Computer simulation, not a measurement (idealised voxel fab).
The document below concerns the process module designated voxel transistor to metal.
cross-section cut | 165 nm wide | cells 5 nm
Throughout this document, each cross-section is represented as a grid of square cells and is presented as a sequence of bands enumerated from the top downward, where a band comprises one or more rows of cells. Quick guide to a band line: top height, bottom height (nm) up front; then every material left to right with its width in nm. Only one material and it's marked "all across"? Then it fills the band edge to edge. And "blank" just means empty space. Heights are expressed relative to 0, this being the level below which the as-received wafer comprises one material exclusively. The lowest band is unbounded in the downward direction and is denoted as in "0 and below". The width entry "30->40" should be interpreted row by row: the top row of cells in the band takes the first number, the bottom row takes the second number, and the change between adjacent rows is uniform throughout. What does "everything unchanged" mean for a step? It means no cell of the cross-section changed in that step. Heads up: "Unvented voids" only lists the empty pockets with no open path to the top that are 8 cells or more, and it writes them as width x height at distance, distance from the left edge, in nm. Read whatever lies past the settings on a step's line as the simulator's own remark about the step. Steps that use a mask can have "overlay nm" on their line. It says how far the mask sat to the right of where it was meant to be. Negative means to the left. Pairs, read this way: before one process step on the one hand, after it on the other, the after cross-section ending at the lowest band that changed; the step between, settings included, beneath. Same starting wafer throughout, but possibly different runs of this module, so no pair continues from the pair above unless its entry headed "State on entry" says so.
# State on entry
* 0 and below = Si all across
* Unvented voids: none
# Post-Step Appearance
* 5 down to 0 = SiO2 all across
* Lower than 0, everything is as it was.
* Unvented voids: none
What is the step between the two cross-sections above? CONFORMAL_DEP with material SiO2, thk nm 5
State on entry: Please consult the pair immediately above; the cross-section it shows after its step is the state before this step.
# Post-Step Appearance
* 15 down to 5 = SiN all across
* Lower than 5, everything is as it was.
* Unvented voids: none
What is the step between the two cross-sections above? CONFORMAL_DEP with material SiN, thk nm 10
State on entry: Please consult the pair immediately above; the cross-section it shows after its step is the state before this step.
# Post-Step Appearance
* 30 down to 15 = 30 nm blank  105 nm resist  30 nm blank
* Lower than 15, everything is as it was.
* Unvented voids: none
What is the step between the two cross-sections above? PATTERN with tone cover, mask id ACTIVE, material resist, width nm 105, thk nm 15, overlay nm 0
State on entry: Please consult the pair immediately above; the cross-section it shows after its step is the state before this step.
# Post-Step Appearance
* 30 down to 15 = 30 nm blank  105 nm resist  30 nm blank
* 15 down to 5 = 30 nm blank  105 nm SiN  30 nm blank
* Lower than 5, everything is as it was.
* Unvented voids: none
What is the step between the two cross-sections above? DIRECTIONAL_ETCH with etch materials SiN, depth nm 10
State on entry: Please consult the pair immediately above; the cross-section it shows after its step is the state before this step.
# Post-Step Appearance
* 30 down to 15 = 30 nm blank  105 nm resist  30 nm blank
* 15 down to 5 = 30 nm blank  105 nm SiN  30 nm blank
* 5 down to 0 = 30 nm blank  105 nm SiO2  30 nm blank
* Lower than 0, everything is as it was.
* Unvented voids: none
What is the step between the two cross-sections above? DIRECTIONAL_ETCH with etch materials SiO2, depth nm 5
State on entry: Please consult the pair immediately above; the cross-section it shows after its step is the state before this step.
# Post-Step Appearance
* 30 down to 15 = 30 nm blank  105 nm resist  30 nm blank
* 15 down to 5 = 30 nm blank  105 nm SiN  30 nm blank
* 5 down to 0 = 30 nm blank  105 nm SiO2  30 nm blank
* 0 down to -20 = 30 nm blank  105 nm Si  30 nm blank
* Lower than -20, everything is as it was.
* Unvented voids: none
What is the step between the two cross-sections above? DIRECTIONAL_ETCH with etch materials Si, depth nm 20
State on entry: Please consult the pair immediately above; the cross-section it shows after its step is the state before this step.
# Post-Step Appearance
* 15 down to 5 = 30 nm blank  105 nm SiN  30 nm blank
* Lower than 5, everything is as it was.
* Unvented voids: none
What is the step between the two cross-sections above? STRIP with etch materials resist
State on entry: Please consult the pair immediately above; the cross-section it shows after its step is the state before this step.
# Post-Step Appearance
* 25 down to 15 = SiO2 all across
* 15 down to 5 = 30 nm SiO2  105 nm SiN  30 nm SiO2
* 5 down to 0 = SiO2 all across
* 0 down to -20 = 30 nm SiO2  105 nm Si  30 nm SiO2
* Lower than -20, everything is as it was.
* Unvented voids: none
What is the step between the two cross-sections above? FILL_DEP with material SiO2, thk nm 10
State on entry: Please consult the pair immediately above; the cross-section it shows after its step is the state before this step.
# Post-Step Appearance
* 15 down to 5 = 30 nm SiO2  105 nm SiN  30 nm SiO2
* Lower than 5, everything is as it was.
* Unvented voids: none
What is the step between the two cross-sections above? CMP with height nm 15
State on entry: Please consult the pair immediately above; the cross-section it shows after its step is the state before this step.
# Post-Step Appearance
* 15 down to 10 = 30 nm blank  105 nm SiN  30 nm blank
* Lower than 10, everything is as it was.
* Unvented voids: none
What is the step between the two cross-sections above? SELECTIVE_ETCH with etch materials SiO2, depth nm 5
State on entry: Please consult the pair immediately above; the cross-section it shows after its step is the state before this step.
# Post-Step Appearance
* 10 down to 5 = 30 nm SiO2  105 nm blank  30 nm SiO2
* Lower than 5, everything is as it was.
* Unvented voids: none
What is the step between the two cross-sections above? STRIP with etch materials SiN
State on entry: Please consult the pair immediately above; the cross-section it shows after its step is the state before this step.
# Post-Step Appearance
* 5 down to 0 = 25 nm SiO2  115 nm blank  25 nm SiO2
* Lower than 0, everything is as it was.
* Unvented voids: none
What is the step between the two cross-sections above? SELECTIVE_ETCH with etch materials SiO2, depth nm 5
State on entry: Please consult the pair immediately above; the cross-section it shows after its step is the state before this step.
# Post-Step Appearance
* 5 down to 0 = 25 nm SiO2  115 nm blank  25 nm SiO2
* 0 down to -5 = SiO2 all across
* Lower than -5, everything is as it was.
* Unvented voids: none
What is the step between the two cross-sections above? OXIDIZE with depth nm 5
State on entry: Please consult the pair immediately above; the cross-section it shows after its step is the state before this step.
# Post-Step Appearance
* 30 down to 25 = 25 nm polySi  115 nm blank  25 nm polySi
* 25 down to 5 = polySi all across
* 5 down to 0 = 25 nm SiO2  115 nm polySi  25 nm SiO2
* Lower than 0, everything is as it was.
* Unvented voids: none
What is the step between the two cross-sections above? DIRECTIONAL_DEP with material polySi, thk nm 25
State on entry: Please consult the pair immediately above; the cross-section it shows after its step is the state before this step.
# Post-Step Appearance
* 40 down to 35 = 25 nm SiCN  115 nm blank  25 nm SiCN
* 35 down to 30 = SiCN all across
* 30 down to 25 = 25 nm polySi  115 nm SiCN  25 nm polySi
* Lower than 25, everything is as it was.
* Unvented voids: none
What is the step between the two cross-sections above? DIRECTIONAL_DEP with material SiCN, thk nm 10
State on entry: Please consult the pair immediately above; the cross-section it shows after its step is the state before this step.
# Post-Step Appearance
* 55 down to 50 = 25 nm aC  115 nm blank  25 nm aC
* 50 down to 40 = aC all across
* 40 down to 35 = 25 nm SiCN  115 nm aC  25 nm SiCN
* Lower than 35, everything is as it was.
* Unvented voids: none
What is the step between the two cross-sections above? DIRECTIONAL_DEP with material aC, thk nm 15
State on entry: Please consult the pair immediately above; the cross-section it shows after its step is the state before this step.
# Post-Step Appearance
* 85 down to 55 = 75 nm blank  15 nm resist  75 nm blank
* 55 down to 50 = 25 nm aC  50 nm blank  15 nm resist  50 nm blank  25 nm aC
* Lower than 50, everything is as it was.
* Unvented voids: none
What is the step between the two cross-sections above? PATTERN with tone cover, mask id GATE, material resist, width nm 15, thk nm 30, overlay nm 0
State on entry: Please consult the pair immediately above; the cross-section it shows after its step is the state before this step.
# Post-Step Appearance
* 70 down to 50 = 75 nm blank  15 nm resist  75 nm blank
* 50 down to 40 = 75 nm blank  15 nm aC  75 nm blank
* 40 down to 35 = 25 nm SiCN  50 nm blank  15 nm aC  50 nm blank  25 nm SiCN
* Lower than 35, everything is as it was.
* Unvented voids: none
What is the step between the two cross-sections above? DIRECTIONAL_ETCH with etch materials aC, depth nm 15
State on entry: Please consult the pair immediately above; the cross-section it shows after its step is the state before this step.
# Post-Step Appearance
* 50 down to 40 = 75 nm blank  15 nm aC  75 nm blank
* Lower than 40, everything is as it was.
* Unvented voids: none
What is the step between the two cross-sections above? STRIP with etch materials resist
State on entry: Please consult the pair immediately above; the cross-section it shows after its step is the state before this step.
# Post-Step Appearance
* 50 down to 35 = 75 nm blank  15 nm aC  75 nm blank
* 35 down to 30 = 75 nm blank  15 nm SiCN  75 nm blank
* 30 down to 25 = 25 nm polySi  50 nm blank  15 nm SiCN  50 nm blank  25 nm polySi
* Lower than 25, everything is as it was.
* Unvented voids: none
What is the step between the two cross-sections above? DIRECTIONAL_ETCH with etch materials SiCN, depth nm 20
State on entry: Please consult the pair immediately above; the cross-section it shows after its step is the state before this step.
# Post-Step Appearance
* 50 down to 35 = 75 nm blank  15 nm aC  75 nm blank
* 35 down to 25 = 75 nm blank  15 nm SiCN  75 nm blank
* 25 down to 5 = 75 nm blank  15 nm polySi  75 nm blank
* 5 down to 0 = 25 nm SiO2  50 nm blank  15 nm polySi  50 nm blank  25 nm SiO2
* Lower than 0, everything is as it was.
* Unvented voids: none
What is the step between the two cross-sections above? DIRECTIONAL_ETCH with etch materials polySi, depth nm 35
State on entry: Please consult the pair immediately above; the cross-section it shows after its step is the state before this step.
# Post-Step Appearance
* 35 down to 25 = 75 nm blank  15 nm SiCN  75 nm blank
* Lower than 25, everything is as it was.
* Unvented voids: none
What is the step between the two cross-sections above? STRIP with etch materials aC
State on entry: Please consult the pair immediately above; the cross-section it shows after its step is the state before this step.
# Post-Step Appearance
* 40 down to 35 = 70 nm blank  25 nm SiO2  70 nm blank
* 35 down to 25 = 70 nm blank  5 nm SiO2  15 nm SiCN  5 nm SiO2  70 nm blank
* 25 down to 10 = 70 nm blank  5 nm SiO2  15 nm polySi  5 nm SiO2  70 nm blank
* 10 down to 5 = 30 nm SiO2  40 nm blank  5 nm SiO2  15 nm polySi  5 nm SiO2  40 nm blank  30 nm SiO2
* 5 down to 0 = 75 nm SiO2  15 nm polySi  75 nm SiO2
* Lower than 0, everything is as it was.
* Unvented voids: none
What is the step between the two cross-sections above? CONFORMAL_DEP with material SiO2, thk nm 5
State on entry: Please consult the pair immediately above; the cross-section it shows after its step is the state before this step.
# Post-Step Appearance
* 35 down to 25 = 70 nm blank  5 nm SiO2  15 nm SiCN  5 nm SiO2  70 nm blank
* 25 down to 5 = 70 nm blank  5 nm SiO2  15 nm polySi  5 nm SiO2  70 nm blank
* 5 down to 0 = 30 nm SiO2  40 nm blank  5 nm SiO2  15 nm polySi  5 nm SiO2  40 nm blank  30 nm SiO2
* Lower than 0, everything is as it was.
* Unvented voids: none
What is the step between the two cross-sections above? DIRECTIONAL_ETCH with etch materials SiO2, depth nm 5
State on entry: Please consult the pair immediately above; the cross-section it shows after its step is the state before this step.
# Post-Step Appearance
* 40 down to 35 = 65 nm blank  35 nm SiN  65 nm blank
* 35 down to 25 = 65 nm blank  5 nm SiN  5 nm SiO2  15 nm SiCN  5 nm SiO2  5 nm SiN  65 nm blank
* 25 down to 10 = 65 nm blank  5 nm SiN  5 nm SiO2  15 nm polySi  5 nm SiO2  5 nm SiN  65 nm blank
* 10 down to 5 = 35 nm SiN  30 nm blank  5 nm SiN  5 nm SiO2  15 nm polySi  5 nm SiO2  5 nm SiN  30 nm blank  35 nm SiN
* 5 down to 0 = 30 nm SiO2  40 nm SiN  5 nm SiO2  15 nm polySi  5 nm SiO2  40 nm SiN  30 nm SiO2
* Lower than 0, everything is as it was.
* Unvented voids: none
What is the step between the two cross-sections above? CONFORMAL_DEP with material SiN, thk nm 5
State on entry: Please consult the pair immediately above; the cross-section it shows after its step is the state before this step.
# Post-Step Appearance
* 35 down to 25 = 65 nm blank  5 nm SiN  5 nm SiO2  15 nm SiCN  5 nm SiO2  5 nm SiN  65 nm blank
* 25 down to 5 = 65 nm blank  5 nm SiN  5 nm SiO2  15 nm polySi  5 nm SiO2  5 nm SiN  65 nm blank
* 5 down to 0 = 30 nm SiO2  5 nm SiN  30 nm blank  5 nm SiN  5 nm SiO2  15 nm polySi  5 nm SiO2  5 nm SiN  30 nm blank  5 nm SiN  30 nm SiO2
* Lower than 0, everything is as it was.
* Unvented voids: none
What is the step between the two cross-sections above? DIRECTIONAL_ETCH with etch materials SiN, depth nm 5
State on entry: Please consult the pair immediately above; the cross-section it shows after its step is the state before this step.
# Post-Step Appearance
* 35 down to 30 = 65 nm blank  5 nm SiN  5 nm blank  15 nm SiCN  5 nm blank  5 nm SiN  65 nm blank
* 30 down to 25 = 65 nm blank  5 nm SiN  5 nm SiO2  15 nm SiCN  5 nm SiO2  5 nm SiN  65 nm blank
* 25 down to 5 = 65 nm blank  5 nm SiN  5 nm SiO2  15 nm polySi  5 nm SiO2  5 nm SiN  65 nm blank
* 5 down to 0 = 30 nm blank  5 nm SiN  30 nm blank  5 nm SiN  5 nm SiO2  15 nm polySi  5 nm SiO2  5 nm SiN  30 nm blank  5 nm SiN  30 nm blank
* 0 down to -5 = 35 nm SiO2  30 nm blank  35 nm SiO2  30 nm blank  35 nm SiO2
* Lower than -5, everything is as it was.
* Unvented voids: none
What is the step between the two cross-sections above? DIRECTIONAL_ETCH with etch materials SiO2, depth nm 5
State on entry: Please consult the pair immediately above; the cross-section it shows after its step is the state before this step.
# Post-Step Appearance
* 35 down to 30 = 65 nm blank  5 nm SiN  5 nm blank  15 nm SiCN  5 nm blank  5 nm SiN  65 nm blank
* 30 down to 25 = 65 nm blank  5 nm SiN  5 nm SiO2  15 nm SiCN  5 nm SiO2  5 nm SiN  65 nm blank
* 25 down to 5 = 65 nm blank  5 nm SiN  5 nm SiO2  15 nm polySi  5 nm SiO2  5 nm SiN  65 nm blank
* 5 down to 0 = 30 nm blank  5 nm SiN  30 nm blank  5 nm SiN  5 nm SiO2  15 nm polySi  5 nm SiO2  5 nm SiN  30 nm blank  5 nm SiN  30 nm blank
* 0 down to -5 = 35 nm SiO2  30 nm SiGe  35 nm SiO2  30 nm SiGe  35 nm SiO2
* Lower than -5, everything is as it was.
* Unvented voids: none
What is the step between the two cross-sections above? EPI with material SiGe, thk nm 5
State on entry: Please consult the pair immediately above; the cross-section it shows after its step is the state before this step.
# Post-Step Appearance
* 45 down to 35 = SiO2 all across
* 35 down to 25 = 65 nm SiO2  5 nm SiN  5 nm SiO2  15 nm SiCN  5 nm SiO2  5 nm SiN  65 nm SiO2
* 25 down to 5 = 65 nm SiO2  5 nm SiN  5 nm SiO2  15 nm polySi  5 nm SiO2  5 nm SiN  65 nm SiO2
* 5 down to 0 = 30 nm SiO2  5 nm SiN  30 nm SiO2  5 nm SiN  5 nm SiO2  15 nm polySi  5 nm SiO2  5 nm SiN  30 nm SiO2  5 nm SiN  30 nm SiO2
* Lower than 0, everything is as it was.
* Unvented voids: none
What is the step between the two cross-sections above? FILL_DEP with material SiO2, thk nm 10
State on entry: Please consult the pair immediately above; the cross-section it shows after its step is the state before this step.
# Post-Step Appearance
* 35 down to 25 = 65 nm SiO2  5 nm SiN  5 nm SiO2  15 nm SiCN  5 nm SiO2  5 nm SiN  65 nm SiO2
* Lower than 25, everything is as it was.
* Unvented voids: none
What is the step between the two cross-sections above? CMP with height nm 35
State on entry: Please consult the pair immediately above; the cross-section it shows after its step is the state before this step.
# Post-Step Appearance
* 45 down to 35 = SiO2 all across
* Lower than 35, everything is as it was.
* Unvented voids: none
What is the step between the two cross-sections above? DIRECTIONAL_DEP with material SiO2, thk nm 10
State on entry: Please consult the pair immediately above; the cross-section it shows after its step is the state before this step.
# Post-Step Appearance
* 65 down to 45 = 40 nm resist  20 nm blank  45 nm resist  20 nm blank  40 nm resist
* Lower than 45, everything is as it was.
* Unvented voids: none
What is the step between the two cross-sections above? PATTERN with tone open, mask id CONTACT, material resist, width nm 20, pitch nm 65, thk nm 20, overlay nm 0
State on entry: Please consult the pair immediately above; the cross-section it shows after its step is the state before this step.
# Post-Step Appearance
* 65 down to 45 = 40 nm resist  20 nm blank  45 nm resist  20 nm blank  40 nm resist
* 45 down to 35 = 40 nm SiO2  20 nm blank  45 nm SiO2  20 nm blank  40 nm SiO2
* 35 down to 25 = 40 nm SiO2  20 nm blank  5 nm SiO2  5 nm SiN  5 nm SiO2  15 nm SiCN  5 nm SiO2  5 nm SiN  5 nm SiO2  20 nm blank  40 nm SiO2
* 25 down to 5 = 40 nm SiO2  20 nm blank  5 nm SiO2  5 nm SiN  5 nm SiO2  15 nm polySi  5 nm SiO2  5 nm SiN  5 nm SiO2  20 nm blank  40 nm SiO2
* 5 down to 0 = 30 nm SiO2  5 nm SiN  5 nm SiO2  20 nm blank  5 nm SiO2  5 nm SiN  5 nm SiO2  15 nm polySi  5 nm SiO2  5 nm SiN  5 nm SiO2  20 nm blank  5 nm SiO2  5 nm SiN  30 nm SiO2
* Lower than 0, everything is as it was.
* Unvented voids: none
What is the step between the two cross-sections above? DIRECTIONAL_ETCH with etch materials SiO2, depth nm 45
State on entry: Please consult the pair immediately above; the cross-section it shows after its step is the state before this step.
# Post-Step Appearance
* 45 down to 35 = 40 nm SiO2  20 nm blank  45 nm SiO2  20 nm blank  40 nm SiO2
* Lower than 35, everything is as it was.
* Unvented voids: none
What is the step between the two cross-sections above? STRIP with etch materials resist
State on entry: Please consult the pair immediately above; the cross-section it shows after its step is the state before this step.
# Post-Step Appearance
* 50 down to 45 = 45 nm TiN  10 nm blank  55 nm TiN  10 nm blank  45 nm TiN
* 45 down to 35 = 40 nm SiO2  5 nm TiN  10 nm blank  5 nm TiN  45 nm SiO2  5 nm TiN  10 nm blank  5 nm TiN  40 nm SiO2
* 35 down to 25 = 40 nm SiO2  5 nm TiN  10 nm blank  5 nm TiN  5 nm SiO2  5 nm SiN  5 nm SiO2  15 nm SiCN  5 nm SiO2  5 nm SiN  5 nm SiO2  5 nm TiN  10 nm blank  5 nm TiN  40 nm SiO2
* 25 down to 5 = 40 nm SiO2  5 nm TiN  10 nm blank  5 nm TiN  5 nm SiO2  5 nm SiN  5 nm SiO2  15 nm polySi  5 nm SiO2  5 nm SiN  5 nm SiO2  5 nm TiN  10 nm blank  5 nm TiN  40 nm SiO2
* 5 down to 0 = 30 nm SiO2  5 nm SiN  5 nm SiO2  20 nm TiN  5 nm SiO2  5 nm SiN  5 nm SiO2  15 nm polySi  5 nm SiO2  5 nm SiN  5 nm SiO2  20 nm TiN  5 nm SiO2  5 nm SiN  30 nm SiO2
* Lower than 0, everything is as it was.
* Unvented voids: none
What is the step between the two cross-sections above? CONFORMAL_DEP with material TiN, thk nm 5
State on entry: Please consult the pair immediately above; the cross-section it shows after its step is the state before this step.
# Post-Step Appearance
* 55 down to 50 = Ru all across
* 50 down to 45 = 45 nm TiN  10 nm Ru  55 nm TiN  10 nm Ru  45 nm TiN
* 45 down to 35 = 40 nm SiO2  5 nm TiN  10 nm Ru  5 nm TiN  45 nm SiO2  5 nm TiN  10 nm Ru  5 nm TiN  40 nm SiO2
* 35 down to 25 = 40 nm SiO2  5 nm TiN  10 nm Ru  5 nm TiN  5 nm SiO2  5 nm SiN  5 nm SiO2  15 nm SiCN  5 nm SiO2  5 nm SiN  5 nm SiO2  5 nm TiN  10 nm Ru  5 nm TiN  40 nm SiO2
* 25 down to 5 = 40 nm SiO2  5 nm TiN  10 nm Ru  5 nm TiN  5 nm SiO2  5 nm SiN  5 nm SiO2  15 nm polySi  5 nm SiO2  5 nm SiN  5 nm SiO2  5 nm TiN  10 nm Ru  5 nm TiN  40 nm SiO2
* Lower than 5, everything is as it was.
* Unvented voids: none
What is the step between the two cross-sections above? FILL_DEP with material Ru, thk nm 5
State on entry: Please consult the pair immediately above; the cross-section it shows after its step is the state before this step.
# Post-Step Appearance
* 45 down to 35 = 40 nm SiO2  5 nm TiN  10 nm Ru  5 nm TiN  45 nm SiO2  5 nm TiN  10 nm Ru  5 nm TiN  40 nm SiO2
* Lower than 35, everything is as it was.
* Unvented voids: none
What is the step between the two cross-sections above? CMP with height nm 45
State on entry: Please consult the pair immediately above; the cross-section it shows after its step is the state before this step.
# Post-Step Appearance
* 50 down to 45 = TiN all across
* Lower than 45, everything is as it was.
* Unvented voids: none
What is the step between the two cross-sections above? DIRECTIONAL_DEP with material TiN, thk nm 5
State on entry: Please consult the pair immediately above; the cross-section it shows after its step is the state before this step.
# Post-Step Appearance
* 70 down to 50 = W all across
* Lower than 50, everything is as it was.
* Unvented voids: none
What is the step between the two cross-sections above? DIRECTIONAL_DEP with material W, thk nm 20
State on entry: Please consult the pair immediately above; the cross-section it shows after its step is the state before this step.
# Post-Step Appearance
* 70 down to 50 = 40 nm blank  20 nm W  45 nm blank  20 nm W  40 nm blank
* Lower than 50, everything is as it was.
* Unvented voids: none
What is the step between the two cross-sections above? MASKED_ETCH with tone cover, mask id METAL_1, width nm 20, pitch nm 65, etch materials W, depth nm 20, overlay nm 0
State on entry: Please consult the pair immediately above; the cross-section it shows after its step is the state before this step.
# Post-Step Appearance
* 70 down to 50 = 40 nm blank  20 nm W  45 nm blank  20 nm W  40 nm blank
* 50 down to 45 = 40 nm blank  20 nm TiN  45 nm blank  20 nm TiN  40 nm blank
* Lower than 45, everything is as it was.
* Unvented voids: none
What is the step between the two cross-sections above? MASKED_ETCH with tone cover, mask id METAL_1, width nm 20, pitch nm 65, etch materials TiN, depth nm 5, overlay nm 0
State on entry: Please consult the pair immediately above; the cross-section it shows after its step is the state before this step.
# Post-Step Appearance
* 75 down to 70 = 35 nm blank  30 nm SiCN  35 nm blank  30 nm SiCN  35 nm blank
* 70 down to 50 = 35 nm blank  5 nm SiCN  20 nm W  5 nm SiCN  35 nm blank  5 nm SiCN  20 nm W  5 nm SiCN  35 nm blank
* 50 down to 45 = 40 nm SiCN  20 nm TiN  45 nm SiCN  20 nm TiN  40 nm SiCN
* Lower than 45, everything is as it was.
* Unvented voids: none
What is the step between the two cross-sections above? CONFORMAL_DEP with material SiCN, thk nm 5
State on entry: Please consult the pair immediately above; the cross-section it shows after its step is the state before this step.
# Post-Step Appearance
* 85 down to 75 = lowk all across
* 75 down to 70 = 35 nm lowk  30 nm SiCN  35 nm lowk  30 nm SiCN  35 nm lowk
* 70 down to 50 = 35 nm lowk  5 nm SiCN  20 nm W  5 nm SiCN  35 nm lowk  5 nm SiCN  20 nm W  5 nm SiCN  35 nm lowk
* Lower than 50, everything is as it was.
* Unvented voids: none
What is the step between the two cross-sections above? FILL_DEP with material lowk, thk nm 10
State on entry: Please consult the pair immediately above; the cross-section it shows after its step is the state before this step.
# Post-Step Appearance
* 70 down to 50 = 35 nm lowk  5 nm SiCN  20 nm W  5 nm SiCN  35 nm lowk  5 nm SiCN  20 nm W  5 nm SiCN  35 nm lowk
* Lower than 50, everything is as it was.
* Unvented voids: none
What is the step between the two cross-sections above? CMP with height nm 70
State on entry: Please consult the pair immediately above; the cross-section it shows after its step is the state before this step.
# Post-Step Appearance
* 75 down to 70 = SiN all across
* Lower than 70, everything is as it was.
* Unvented voids: none
What is the step between the two cross-sections above? CONFORMAL_DEP with material SiN, thk nm 5
# State on entry
* 35 down to 25 = 75 nm blank  15 nm SiCN  75 nm blank
* 25 down to 5 = 75 nm blank  15 nm polySi  75 nm blank
* 5 down to 0 = 25 nm SiO2  50 nm blank  15 nm polySi  50 nm blank  25 nm SiO2
* 0 down to -5 = SiO2 all across
* -5 down to -20 = 30 nm SiO2  105 nm Si  30 nm SiO2
* -20 and below = Si all across
* Unvented voids: none
# Post-Step Appearance
* 35 down to 25 = 75 nm blank  15 nm SiCN  75 nm blank
* 25 down to 0 = 75 nm blank  15 nm polySi  75 nm blank
* 0 down to -5 = 25 nm SiO2  50 nm blank  15 nm SiO2  50 nm blank  25 nm SiO2
* Lower than -5, everything is as it was.
* Unvented voids: none
What is the step between the two cross-sections above? DIRECTIONAL_ETCH with etch materials SiO2, depth nm 5
State on entry: Please consult the pair immediately above; the cross-section it shows after its step is the state before this step.
# Post-Step Appearance
* 40 down to 35 = 70 nm blank  25 nm SiN  70 nm blank
* 35 down to 25 = 70 nm blank  5 nm SiN  15 nm SiCN  5 nm SiN  70 nm blank
* 25 down to 5 = 70 nm blank  5 nm SiN  15 nm polySi  5 nm SiN  70 nm blank
* 5 down to 0 = 30 nm SiN  40 nm blank  5 nm SiN  15 nm polySi  5 nm SiN  40 nm blank  30 nm SiN
* 0 down to -5 = 25 nm SiO2  50 nm SiN  15 nm SiO2  50 nm SiN  25 nm SiO2
* Lower than -5, everything is as it was.
* Unvented voids: none
What is the step between the two cross-sections above? CONFORMAL_DEP with material SiN, thk nm 5
State on entry: Please consult the pair immediately above; the cross-section it shows after its step is the state before this step.
# Post-Step Appearance
* 35 down to 25 = 70 nm blank  5 nm SiN  15 nm SiCN  5 nm SiN  70 nm blank
* 25 down to 0 = 70 nm blank  5 nm SiN  15 nm polySi  5 nm SiN  70 nm blank
* 0 down to -5 = 25 nm SiO2  5 nm SiN  40 nm blank  5 nm SiN  15 nm SiO2  5 nm SiN  40 nm blank  5 nm SiN  25 nm SiO2
* Lower than -5, everything is as it was.
* Unvented voids: none
What is the step between the two cross-sections above? DIRECTIONAL_ETCH with etch materials SiN, depth nm 5
State on entry: Please consult the pair immediately above; the cross-section it shows after its step is the state before this step.
# Post-Step Appearance
* 35 down to 25 = 70 nm blank  5 nm SiN  15 nm SiCN  5 nm SiN  70 nm blank
* 25 down to 0 = 70 nm blank  5 nm SiN  15 nm polySi  5 nm SiN  70 nm blank
* 0 down to -5 = 25 nm blank  5 nm SiN  40 nm blank  5 nm SiN  15 nm SiO2  5 nm SiN  40 nm blank  5 nm SiN  25 nm blank
* Lower than -5, everything is as it was.
* Unvented voids: none
What is the step between the two cross-sections above? DIRECTIONAL_ETCH with etch materials SiO2, depth nm 5
State on entry: Please consult the pair immediately above; the cross-section it shows after its step is the state before this step.
# Post-Step Appearance
* 35 down to 25 = 70 nm blank  5 nm SiN  15 nm SiCN  5 nm SiN  70 nm blank
* 25 down to 0 = 70 nm blank  5 nm SiN  15 nm polySi  5 nm SiN  70 nm blank
* 0 down to -5 = 25 nm blank  5 nm SiN  40 nm SiGe  5 nm SiN  15 nm SiO2  5 nm SiN  40 nm SiGe  5 nm SiN  25 nm blank
* Lower than -5, everything is as it was.
* Unvented voids: none
What is the step between the two cross-sections above? EPI with material SiGe, thk nm 5
State on entry: Please consult the pair immediately above; the cross-section it shows after its step is the state before this step.
# Post-Step Appearance
* 45 down to 35 = SiO2 all across
* 35 down to 25 = 70 nm SiO2  5 nm SiN  15 nm SiCN  5 nm SiN  70 nm SiO2
* 25 down to 0 = 70 nm SiO2  5 nm SiN  15 nm polySi  5 nm SiN  70 nm SiO2
* 0 down to -5 = 25 nm SiO2  5 nm SiN  40 nm SiGe  5 nm SiN  15 nm SiO2  5 nm SiN  40 nm SiGe  5 nm SiN  25 nm SiO2
* Lower than -5, everything is as it was.
* Unvented voids: none
What is the step between the two cross-sections above? FILL_DEP with material SiO2, thk nm 10
State on entry: Please consult the pair immediately above; the cross-section it shows after its step is the state before this step.
# Post-Step Appearance
* 35 down to 25 = 70 nm SiO2  5 nm SiN  15 nm SiCN  5 nm SiN  70 nm SiO2
* Lower than 25, everything is as it was.
* Unvented voids: none
What is the step between the two cross-sections above? CMP with height nm 35
State on entry: Please consult the pair immediately above; the cross-section it shows after its step is the state before this step.
# Post-Step Appearance
* 45 down to 35 = SiO2 all across
* Lower than 35, everything is as it was.
* Unvented voids: none
What is the step between the two cross-sections above? DIRECTIONAL_DEP with material SiO2, thk nm 10
State on entry: Please consult the pair immediately above; the cross-section it shows after its step is the state before this step.
# Post-Step Appearance
* 65 down to 45 = 40 nm resist  20 nm blank  45 nm resist  20 nm blank  40 nm resist
* Lower than 45, everything is as it was.
* Unvented voids: none
What is the step between the two cross-sections above? PATTERN with tone open, mask id CONTACT, material resist, width nm 20, pitch nm 65, thk nm 20, overlay nm 0
State on entry: Please consult the pair immediately above; the cross-section it shows after its step is the state before this step.
# Post-Step Appearance
* 65 down to 45 = 40 nm resist  20 nm blank  45 nm resist  20 nm blank  40 nm resist
* 45 down to 35 = 40 nm SiO2  20 nm blank  45 nm SiO2  20 nm blank  40 nm SiO2
* 35 down to 25 = 40 nm SiO2  20 nm blank  10 nm SiO2  5 nm SiN  15 nm SiCN  5 nm SiN  10 nm SiO2  20 nm blank  40 nm SiO2
* 25 down to 0 = 40 nm SiO2  20 nm blank  10 nm SiO2  5 nm SiN  15 nm polySi  5 nm SiN  10 nm SiO2  20 nm blank  40 nm SiO2
* Lower than 0, everything is as it was.
* Unvented voids: none
What is the step between the two cross-sections above? DIRECTIONAL_ETCH with etch materials SiO2, depth nm 45
State on entry: Please consult the pair immediately above; the cross-section it shows after its step is the state before this step.
# Post-Step Appearance
* 45 down to 35 = 40 nm SiO2  20 nm blank  45 nm SiO2  20 nm blank  40 nm SiO2
* Lower than 35, everything is as it was.
* Unvented voids: none
What is the step between the two cross-sections above? STRIP with etch materials resist
State on entry: Please consult the pair immediately above; the cross-section it shows after its step is the state before this step.
# Post-Step Appearance
* 50 down to 45 = 45 nm TiN  10 nm blank  55 nm TiN  10 nm blank  45 nm TiN
* 45 down to 35 = 40 nm SiO2  5 nm TiN  10 nm blank  5 nm TiN  45 nm SiO2  5 nm TiN  10 nm blank  5 nm TiN  40 nm SiO2
* 35 down to 25 = 40 nm SiO2  5 nm TiN  10 nm blank  5 nm TiN  10 nm SiO2  5 nm SiN  15 nm SiCN  5 nm SiN  10 nm SiO2  5 nm TiN  10 nm blank  5 nm TiN  40 nm SiO2
* 25 down to 5 = 40 nm SiO2  5 nm TiN  10 nm blank  5 nm TiN  10 nm SiO2  5 nm SiN  15 nm polySi  5 nm SiN  10 nm SiO2  5 nm TiN  10 nm blank  5 nm TiN  40 nm SiO2
* 5 down to 0 = 40 nm SiO2  20 nm TiN  10 nm SiO2  5 nm SiN  15 nm polySi  5 nm SiN  10 nm SiO2  20 nm TiN  40 nm SiO2
* Lower than 0, everything is as it was.
* Unvented voids: none
What is the step between the two cross-sections above? CONFORMAL_DEP with material TiN, thk nm 5
